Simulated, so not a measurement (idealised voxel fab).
Presented below is a process module, voxel wiring stack.
Square cell edge 5 nm, section width 260 nm, ID cut.
When this document writes out a cross-section, it uses a grid of square cells and lists it as bands, beginning at the top and moving down, with a band standing for one or more rows of cells.
For a band, the entry starts with two heights in nm, that of the top and then that of the bottom, and carries on with the band's materials in order from left to right, each alongside its width in nm; the word "all across" beside a single material means it fills the band edge to edge, and "air" means empty space.
Height datum 0, below which the as-received substrate wafer is one material. Lowest band open at the bottom, running downward: "top 0, no bottom".
When a width is written as two numbers, as in "30..40", the first number is the width in the top row of cells of the band and the second is the width in its bottom row, and the width changes by the same amount from each row to the next.
Basically "remained the same" means that step didn't change any cell in the cross-section.
This entry, "Fully sealed voids", enumerates those empty regions of no fewer than 8 cells that possess no open connection to the top. Each region is reported in the form width x height at distance, the distance being taken from the left edge, with all three quantities expressed in nm.
Formally, on a step line, whatever follows the settings is a remark that the simulator itself makes on the step.
"overlay nm" denotes, for a step that has a mask, the displacement of the mask to the right of its planned place, with negative values corresponding to the left.
Layout of what follows: cross-section pairs, each bracketing one process step, the after cross-section shown only to the lowest band that changed, the step between and its settings noted under each pair. Pairs may originate in different runs of this module on the same starting wafer; a pair continues from the pair above only where its entry headed "Prior to processing" says so.

[Prior to processing]
top 130, bottom 105 = 50 SiO2, 5 SiCN, 30 W, 5 SiCN, 20 SiO2, 5 SiCN, 30 W, 5 SiCN, 20 SiO2, 5 SiCN, 30 W, 5 SiCN, 50 SiO2
top 105, bottom 100 = 55 SiCN, 30 TiN, 30 SiCN, 30 TiN, 30 SiCN, 30 TiN, 55 SiCN
top 100, bottom 80 = 55 SiO2, 5 TiN, 5 Cu, 5 TiN, 45 SiO2, 5 TiN, 5 Cu, 5 TiN, 45 SiO2, 5 TiN, 5 Cu, 5 TiN, 70 SiO2
top 80, bottom 75 = 55 SiCN, 15 TiN, 45 SiCN, 15 TiN, 45 SiCN, 15 TiN, 70 SiCN
top 75, bottom 65 = 55 lowk, 5 TiN, 20 Cu, 5 TiN, 30 lowk, 5 TiN, 20 Cu, 5 TiN, 30 lowk, 5 TiN, 20 Cu, 5 TiN, 55 lowk
top 65, bottom 60 = 55 lowk, 5 TiN, 5 Cu, 20 TiN, 30 lowk, 30 TiN, 30 lowk, 5 TiN, 5 Cu, 20 TiN, 55 lowk
top 60, bottom 45 = 55 lowk, 5 TiN, 5 Cu, 5 TiN, 105 lowk, 5 TiN, 5 Cu, 5 TiN, 70 lowk
top 45, bottom 40 = 55 SiCN, 15 TiN, 105 SiCN, 15 TiN, 70 SiCN
top 40, bottom 20 = 55 SiO2, 5 TiN, 20 Cu, 5 TiN, 30 SiO2, 5 TiN, 20 Cu, 5 TiN, 30 SiO2, 5 TiN, 20 Cu, 5 TiN, 55 SiO2
top 20, bottom 15 = 55 SiN, 30 TiN, 30 SiN, 30 TiN, 30 SiN, 30 TiN, 55 SiN
top 15, bottom 0 = lowk all across
top 0, no bottom = Si all across
Fully sealed voids: none

[Step Outcome]
top 135, bottom 130 = SiCN all across
Rest of section, below 130: as before.
Fully sealed voids: none
Between the two cross-sections shown above, the process step is CONFORMAL_DEP,material SiCN,thk nm 5

Prior to processing: The cross-section prior to this step is the one presented after the step of the pair immediately above.

[Step Outcome]
top 155, bottom 135 = lowk all across
Rest of section, below 135: as before.
Fully sealed voids: none
Between the two cross-sections shown above, the process step is DIRECTIONAL_DEP,material lowk,thk nm 20

Prior to processing: The cross-section prior to this step is the one presented after the step of the pair immediately above.

[Step Outcome]
top 155, bottom 135 = 55 lowk, 15 air, 105 lowk, 15 air, 70 lowk
Rest of section, below 135: as before.
Fully sealed voids: none
Between the two cross-sections shown above, the process step is MASKED_ETCH,tone open,mask id PLUG_3,width nm 15,pitch nm 120,etch materials lowk,depth nm 20,overlay nm 0

Prior to processing: The cross-section prior to this step is the one presented after the step of the pair immediately above.

[Step Outcome]
top 155, bottom 135 = 55 lowk, 15 air, 105 lowk, 15 air, 70 lowk
top 135, bottom 130 = 55 SiCN, 15 air, 105 SiCN, 15 air, 70 SiCN
Rest of section, below 130: as before.
Fully sealed voids: none
Between the two cross-sections shown above, the process step is MASKED_ETCH,tone open,mask id PLUG_3,width nm 15,pitch nm 120,etch materials SiCN,depth nm 5,overlay nm 0

Prior to processing: The cross-section prior to this step is the one presented after the step of the pair immediately above.

[Step Outcome]
top 155, bottom 140 = 55 lowk, 15 air, 105 lowk, 15 air, 70 lowk
top 140, bottom 135 = 55 lowk, 15 Ru, 105 lowk, 15 Ru, 70 lowk
top 135, bottom 130 = 55 SiCN, 15 Ru, 105 SiCN, 15 Ru, 70 SiCN
Rest of section, below 130: as before.
Fully sealed voids: none
Between the two cross-sections shown above, the process step is EPI,material Ru,thk nm 10

Prior to processing: The cross-section prior to this step is the one presented after the step of the pair immediately above.

[Step Outcome]
top 155, bottom 150 = 55 lowk, 15 air, 105 lowk, 15 air, 70 lowk
top 150, bottom 135 = 55 lowk, 15 Ru, 105 lowk, 15 Ru, 70 lowk
Rest of section, below 135: as before.
Fully sealed voids: none
Between the two cross-sections shown above, the process step is EPI,material Ru,thk nm 10

Prior to processing: The cross-section prior to this step is the one presented after the step of the pair immediately above.

[Step Outcome]
top 155, bottom 135 = 55 lowk, 15 Ru, 105 lowk, 15 Ru, 70 lowk
Rest of section, below 135: as before.
Fully sealed voids: none
Between the two cross-sections shown above, the process step is EPI,material Ru,thk nm 5

Prior to processing: The cross-section prior to this step is the one presented after the step of the pair immediately above.

[Step Outcome]
top 160, bottom 155 = SiCN all across
Rest of section, below 155: as before.
Fully sealed voids: none
Between the two cross-sections shown above, the process step is CONFORMAL_DEP,material SiCN,thk nm 5

Prior to processing: The cross-section prior to this step is the one presented after the step of the pair immediately above.

[Step Outcome]
top 185, bottom 160 = SiO2 all across
Rest of section, below 160: as before.
Fully sealed voids: none
Between the two cross-sections shown above, the process step is DIRECTIONAL_DEP,material SiO2,thk nm 25

Prior to processing: The cross-section prior to this step is the one presented after the step of the pair immediately above.

[Step Outcome]
top 205, bottom 185 = 55 resist, 30 air, 30 resist, 30 air, 30 resist, 30 air, 55 resist
Rest of section, below 185: as before.
Fully sealed voids: none
Between the two cross-sections shown above, the process step is PATTERN,tone open,mask id METAL_4,material resist,width nm 30,pitch nm 60,thk nm 20,overlay nm 0

Prior to processing: The cross-section prior to this step is the one presented after the step of the pair immediately above.

[Step Outcome]
top 205, bottom 185 = 55 resist, 30 air, 30 resist, 30 air, 30 resist, 30 air, 55 resist
top 185, bottom 160 = 55 SiO2, 30 air, 30 SiO2, 30 air, 30 SiO2, 30 air, 55 SiO2
Rest of section, below 160: as before.
Fully sealed voids: none
Between the two cross-sections shown above, the process step is DIRECTIONAL_ETCH,etch materials SiO2,depth nm 25

Prior to processing: The cross-section prior to this step is the one presented after the step of the pair immediately above.

[Step Outcome]
top 205, bottom 185 = 55 resist, 30 air, 30 resist, 30 air, 30 resist, 30 air, 55 resist
top 185, bottom 160 = 55 SiO2, 30 air, 30 SiO2, 30 air, 30 SiO2, 30 air, 55 SiO2
top 160, bottom 155 = 55 SiCN, 30 air, 30 SiCN, 30 air, 30 SiCN, 30 air, 55 SiCN
Rest of section, below 155: as before.
Fully sealed voids: none
Between the two cross-sections shown above, the process step is DIRECTIONAL_ETCH,etch materials SiCN,depth nm 5

Prior to processing: The cross-section prior to this step is the one presented after the step of the pair immediately above.

[Step Outcome]
top 185, bottom 160 = 55 SiO2, 30 air, 30 SiO2, 30 air, 30 SiO2, 30 air, 55 SiO2
Rest of section, below 160: as before.
Fully sealed voids: none
Between the two cross-sections shown above, the process step is STRIP,etch materials resist

Prior to processing: The cross-section prior to this step is the one presented after the step of the pair immediately above.

[Step Outcome]
top 190, bottom 185 = 60 TiN, 20 air, 40 TiN, 20 air, 40 TiN, 20 air, 60 TiN
top 185, bottom 160 = 55 SiO2, 5 TiN, 20 air, 5 TiN, 30 SiO2, 5 TiN, 20 air, 5 TiN, 30 SiO2, 5 TiN, 20 air, 5 TiN, 55 SiO2
top 160, bottom 155 = 55 SiCN, 30 TiN, 30 SiCN, 30 TiN, 30 SiCN, 30 TiN, 55 SiCN
Rest of section, below 155: as before.
Fully sealed voids: none
Between the two cross-sections shown above, the process step is CONFORMAL_DEP,material TiN,thk nm 5

Prior to processing: The cross-section prior to this step is the one presented after the step of the pair immediately above.

[Step Outcome]
top 195, bottom 190 = W all across
top 190, bottom 185 = 60 TiN, 20 W, 40 TiN, 20 W, 40 TiN, 20 W, 60 TiN
top 185, bottom 160 = 55 SiO2, 5 TiN, 20 W, 5 TiN, 30 SiO2, 5 TiN, 20 W, 5 TiN, 30 SiO2, 5 TiN, 20 W, 5 TiN, 55 SiO2
Rest of section, below 160: as before.
Fully sealed voids: none
Between the two cross-sections shown above, the process step is FILL_DEP,material W,thk nm 5

Prior to processing: The cross-section prior to this step is the one presented after the step of the pair immediately above.

[Step Outcome]
top 185, bottom 160 = 55 SiO2, 5 TiN, 20 W, 5 TiN, 30 SiO2, 5 TiN, 20 W, 5 TiN, 30 SiO2, 5 TiN, 20 W, 5 TiN, 55 SiO2
Rest of section, below 160: as before.
Fully sealed voids: none
Between the two cross-sections shown above, the process step is CMP,height nm 185

Prior to processing: The cross-section prior to this step is the one presented after the step of the pair immediately above.

[Step Outcome]
top 190, bottom 185 = 50 air, 40 Ru, 20 air, 40 Ru, 20 air, 40 Ru, 50 air
Rest of section, below 185: as before.
Fully sealed voids: none
Between the two cross-sections shown above, the process step is EPI,material Ru,thk nm 5

Prior to processing: The cross-section prior to this step is the one presented after the step of the pair immediately above.

[Step Outcome]
top 195, bottom 190 = SiCN all across
top 190, bottom 185 = 50 SiCN, 40 Ru, 20 SiCN, 40 Ru, 20 SiCN, 40 Ru, 50 SiCN
Rest of section, below 185: as before.
Fully sealed voids: none
Between the two cross-sections shown above, the process step is FILL_DEP,material SiCN,thk nm 5

[Prior to processing]
top 185, bottom 160 = SiO2 all across
top 160, bottom 155 = SiCN all across
top 155, bottom 135 = 55 lowk, 15 Ru, 105 lowk, 15 Ru, 70 lowk
top 135, bottom 130 = 55 SiCN, 15 Ru, 105 SiCN, 15 Ru, 70 SiCN
top 130, bottom 105 = 50 SiO2, 5 SiCN, 30 W, 5 SiCN, 20 SiO2, 5 SiCN, 30 W, 5 SiCN, 20 SiO2, 5 SiCN, 30 W, 5 SiCN, 50 SiO2
top 105, bottom 100 = 55 SiCN, 30 TiN, 30 SiCN, 30 TiN, 30 SiCN, 30 TiN, 55 SiCN
top 100, bottom 80 = 55 SiO2, 5 TiN, 5 Cu, 5 TiN, 45 SiO2, 5 TiN, 5 Cu, 5 TiN, 45 SiO2, 5 TiN, 5 Cu, 5 TiN, 70 SiO2
top 80, bottom 75 = 55 SiCN, 15 TiN, 45 SiCN, 15 TiN, 45 SiCN, 15 TiN, 70 SiCN
top 75, bottom 65 = 55 lowk, 5 TiN, 20 Cu, 5 TiN, 30 lowk, 5 TiN, 20 Cu, 5 TiN, 30 lowk, 5 TiN, 20 Cu, 5 TiN, 55 lowk
top 65, bottom 60 = 55 lowk, 5 TiN, 5 Cu, 20 TiN, 30 lowk, 30 TiN, 30 lowk, 5 TiN, 5 Cu, 20 TiN, 55 lowk
top 60, bottom 45 = 55 lowk, 5 TiN, 5 Cu, 5 TiN, 105 lowk, 5 TiN, 5 Cu, 5 TiN, 70 lowk
top 45, bottom 40 = 55 SiCN, 15 TiN, 105 SiCN, 15 TiN, 70 SiCN
top 40, bottom 20 = 55 SiO2, 5 TiN, 20 Cu, 5 TiN, 30 SiO2, 5 TiN, 20 Cu, 5 TiN, 30 SiO2, 5 TiN, 20 Cu, 5 TiN, 55 SiO2
top 20, bottom 15 = 55 SiN, 30 TiN, 30 SiN, 30 TiN, 30 SiN, 30 TiN, 55 SiN
top 15, bottom 0 = SiO2 all across
top 0, no bottom = Si all across
Fully sealed voids: none

[Step Outcome]
top 205, bottom 185 = 55 air, 30 resist, 30 air, 30 resist, 30 air, 30 resist, 55 air
Rest of section, below 185: as before.
Fully sealed voids: none
Between the two cross-sections shown above, the process step is PATTERN,tone cover,mask id METAL_4,material resist,width nm 30,pitch nm 60,thk nm 20,overlay nm 0

Prior to processing: The cross-section prior to this step is the one presented after the step of the pair immediately above.

[Step Outcome]
top 205, bottom 185 = 55 air, 30 resist, 30 air, 30 resist, 30 air, 30 resist, 55 air
top 185, bottom 160 = 55 air, 30 SiO2, 30 air, 30 SiO2, 30 air, 30 SiO2, 55 air
Rest of section, below 160: as before.
Fully sealed voids: none
Between the two cross-sections shown above, the process step is DIRECTIONAL_ETCH,etch materials SiO2,depth nm 25

Prior to processing: The cross-section prior to this step is the one presented after the step of the pair immediately above.

[Step Outcome]
top 205, bottom 185 = 55 air, 30 resist, 30 air, 30 resist, 30 air, 30 resist, 55 air
top 185, bottom 160 = 55 air, 30 SiO2, 30 air, 30 SiO2, 30 air, 30 SiO2, 55 air
top 160, bottom 155 = 55 air, 30 SiCN, 30 air, 30 SiCN, 30 air, 30 SiCN, 55 air
Rest of section, below 155: as before.
Fully sealed voids: none
Between the two cross-sections shown above, the process step is DIRECTIONAL_ETCH,etch materials SiCN,depth nm 5

Prior to processing: The cross-section prior to this step is the one presented after the step of the pair immediately above.

[Step Outcome]
top 185, bottom 160 = 55 air, 30 SiO2, 30 air, 30 SiO2, 30 air, 30 SiO2, 55 air
Rest of section, below 160: as before.
Fully sealed voids: none
Between the two cross-sections shown above, the process step is STRIP,etch materials resist

Prior to processing: The cross-section prior to this step is the one presented after the step of the pair immediately above.

[Step Outcome]
top 190, bottom 185 = 50 air, 40 TiN, 20 air, 40 TiN, 20 air, 40 TiN, 50 air
top 185, bottom 160 = 50 air, 5 TiN, 30 SiO2, 5 TiN, 20 air, 5 TiN, 30 SiO2, 5 TiN, 20 air, 5 TiN, 30 SiO2, 5 TiN, 50 air
top 160, bottom 155 = 55 TiN, 30 SiCN, 30 TiN, 30 SiCN, 30 TiN, 30 SiCN, 55 TiN
Rest of section, below 155: as before.
Fully sealed voids: none
Between the two cross-sections shown above, the process step is CONFORMAL_DEP,material TiN,thk nm 5

Prior to processing: The cross-section prior to this step is the one presented after the step of the pair immediately above.

[Step Outcome]
top 195, bottom 190 = W all across
top 190, bottom 185 = 50 W, 40 TiN, 20 W, 40 TiN, 20 W, 40 TiN, 50 W
top 185, bottom 160 = 50 W, 5 TiN, 30 SiO2, 5 TiN, 20 W, 5 TiN, 30 SiO2, 5 TiN, 20 W, 5 TiN, 30 SiO2, 5 TiN, 50 W
Rest of section, below 160: as before.
Fully sealed voids: none
Between the two cross-sections shown above, the process step is FILL_DEP,material W,thk nm 5

Prior to processing: The cross-section prior to this step is the one presented after the step of the pair immediately above.

[Step Outcome]
top 185, bottom 160 = 50 W, 5 TiN, 30 SiO2, 5 TiN, 20 W, 5 TiN, 30 SiO2, 5 TiN, 20 W, 5 TiN, 30 SiO2, 5 TiN, 50 W
Rest of section, below 160: as before.
Fully sealed voids: none
Between the two cross-sections shown above, the process step is CMP,height nm 185

Prior to processing: The cross-section prior to this step is the one presented after the step of the pair immediately above.

[Step Outcome]
top 190, bottom 185 = 60 Ru, 20 air, 40 Ru, 20 air, 40 Ru, 20 air, 60 Ru
Rest of section, below 185: as before.
Fully sealed voids: none
Between the two cross-sections shown above, the process step is EPI,material Ru,thk nm 5

Prior to processing: The cross-section prior to this step is the one presented after the step of the pair immediately above.

[Step Outcome]
top 195, bottom 190 = SiCN all across
top 190, bottom 185 = 60 Ru, 20 SiCN, 40 Ru, 20 SiCN, 40 Ru, 20 SiCN, 60 Ru
Rest of section, below 185: as before.
Fully sealed voids: none
Between the two cross-sections shown above, the process step is FILL_DEP,material SiCN,thk nm 5
